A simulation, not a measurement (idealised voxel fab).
You're looking at the process module voxel released beams.
Cross-section cut: width 155 nm, square cells of 5 nm.
Cross-section, as written here: a square-cell grid given band by band from the top down, where a band holds one or more rows of cells.
Top height, bottom height, nm. Materials left to right, width each, nm. Single material + "throughout" = fills band edge to edge. "blank" = empty.
Ref level 0: as-received wafer is one material below here. Bottom band extends down with no lower bound ("0 and below").
So if you see something like "30 to 40" for the width, read it as the top row of the band sitting at the first number and the bottom row at the second, with every row in between moving by the same amount as the last.
The designation "remained the same", where it is given for a processing step, indicates that no cell of the cross-section was altered in the course of that step.
Empty spaces without an open route to the top, at least 8 cells in extent, make up the entry "Sealed voids"; each is given as width x height at distance, where the distance is measured from the left edge, and all are in nm.
Post-settings text on a step line: simulator's own remark regarding the step.
overlay nm: mask right of planned place by this much (step with mask). Neg. = left.

**Set out below are the planned steps of the process**
- 1: RECEIVE | material Si
- 2: CONFORMAL_DEP | material Al2O3 | thk nm 5
- 3: DIRECTIONAL_DEP | material SiO2 | thk nm 10
- 4: DIRECTIONAL_DEP | material aC | thk nm 15
- 5: PATTERN | tone open | mask id ANCHOR | material resist | width nm 40 | thk nm 35 | overlay nm 0
- 6: DIRECTIONAL_ETCH | etch materials aC | depth nm 15
- 7: STRIP | etch materials resist
- 8: DIRECTIONAL_ETCH | etch materials SiO2 | depth nm 10
- 9: STRIP | etch materials aC
- 10: CONFORMAL_DEP | material SiN | thk nm 15
- 11: MASKED_ETCH | tone cover | mask id BEAM | width nm 100 | etch materials SiN | depth nm 15 | overlay nm 0
- 12: STRIP | etch materials SiO2

**Below: the first of two wafers, run as planned**

**Incoming wafer, cross-sectional view, post step 1**
	0 and below = Si throughout
	Sealed voids: none

**You're looking at a cross-section of the wafer after step 2**
	5 down to 0 = Al2O3 throughout
	Note: structure below 0 unchanged.

**You're looking at a cross-section of the wafer after step 3**
	15 down to 5 = SiO2 throughout
	Note: structure below 5 unchanged.

**You're looking at a cross-section of the wafer after step 4**
	30 down to 15 = aC throughout
	Note: structure below 15 unchanged.

**You're looking at a cross-section of the wafer after step 5**
	65 down to 30 = resist: 30 / blank: 40 / resist: 85
	Note: structure below 30 unchanged.

**You're looking at a cross-section of the wafer after step 6**
	50 down to 30 = resist: 30 / blank: 40 / resist: 85
	30 down to 15 = aC: 30 / blank: 40 / aC: 85
	Note: structure below 15 unchanged.

**You're looking at a cross-section of the wafer after step 7**
	30 down to 15 = aC: 30 / blank: 40 / aC: 85
	Note: structure below 15 unchanged.

**You're looking at a cross-section of the wafer after step 8**
	30 down to 15 = aC: 30 / blank: 40 / aC: 85
	15 down to 5 = SiO2: 30 / blank: 40 / SiO2: 85
	Note: structure below 5 unchanged.

**You're looking at a cross-section of the wafer after step 9**
	15 down to 5 = SiO2: 30 / blank: 40 / SiO2: 85
	Note: structure below 5 unchanged.

**You're looking at a cross-section of the wafer after step 10**
	30 down to 20 = SiN: 45 / blank: 10 / SiN: 100
	20 down to 15 = SiN throughout
	15 down to 5 = SiO2: 30 / SiN: 40 / SiO2: 85
	Note: structure below 5 unchanged.

**You're looking at a cross-section of the wafer after step 11**
	30 down to 20 = blank: 25 / SiN: 20 / blank: 10 / SiN: 70 / blank: 30
	20 down to 15 = blank: 25 / SiN: 100 / blank: 30
	Note: structure below 15 unchanged.

**You're looking at a cross-section of the wafer after step 12**
	30 down to 20 = blank: 25 / SiN: 20 / blank: 10 / SiN: 70 / blank: 30
	20 down to 15 = blank: 25 / SiN: 100 / blank: 30
	15 down to 5 = blank: 30 / SiN: 40 / blank: 85
	Note: structure below 5 unchanged.

**The second wafer was prepared from the same starting point and under the same plan as the first; its processing contained one mistake, and it remains indistinguishable from the first wafer up to and including step 4**

**Second wafer, cross-section, planned end of step 5**
	65 down to 30 = resist: 25 / blank: 50 / resist: 80
	Note: structure below 30 unchanged.

**Second wafer, cross-section, planned end of step 6**
	50 down to 30 = resist: 25 / blank: 50 / resist: 80
	30 down to 15 = aC: 25 / blank: 50 / aC: 80
	Note: structure below 15 unchanged.

**Second wafer, cross-section, planned end of step 7**
	30 down to 15 = aC: 25 / blank: 50 / aC: 80
	Note: structure below 15 unchanged.

**Second wafer, cross-section, planned end of step 8**
	30 down to 15 = aC: 25 / blank: 50 / aC: 80
	15 down to 5 = SiO2: 25 / blank: 50 / SiO2: 80
	Note: structure below 5 unchanged.

**Second wafer, cross-section, planned end of step 9**
	15 down to 5 = SiO2: 25 / blank: 50 / SiO2: 80
	Note: structure below 5 unchanged.

**Second wafer, cross-section, planned end of step 10**
	30 down to 20 = SiN: 40 / blank: 20 / SiN: 95
	20 down to 15 = SiN throughout
	15 down to 5 = SiO2: 25 / SiN: 50 / SiO2: 80
	Note: structure below 5 unchanged.

**Second wafer, cross-section, planned end of step 11**
	30 down to 20 = blank: 25 / SiN: 15 / blank: 20 / SiN: 65 / blank: 30
	20 down to 15 = blank: 25 / SiN: 100 / blank: 30
	Note: structure below 15 unchanged.

**Second wafer, cross-section, planned end of step 12**
	30 down to 20 = blank: 25 / SiN: 15 / blank: 20 / SiN: 65 / blank: 30
	20 down to 15 = blank: 25 / SiN: 100 / blank: 30
	15 down to 5 = blank: 25 / SiN: 50 / blank: 80
	Note: structure below 5 unchanged.
Want to know what went wrong? step 5, actual vs plan mismatch, actual run PATTERN | tone open | mask id ANCHOR | material resist | width nm 50 | thk nm 35 | overlay nm 0
When the process is done, the second wafer contains the same cell count of every material as the first wafer, but distributed over other locations.
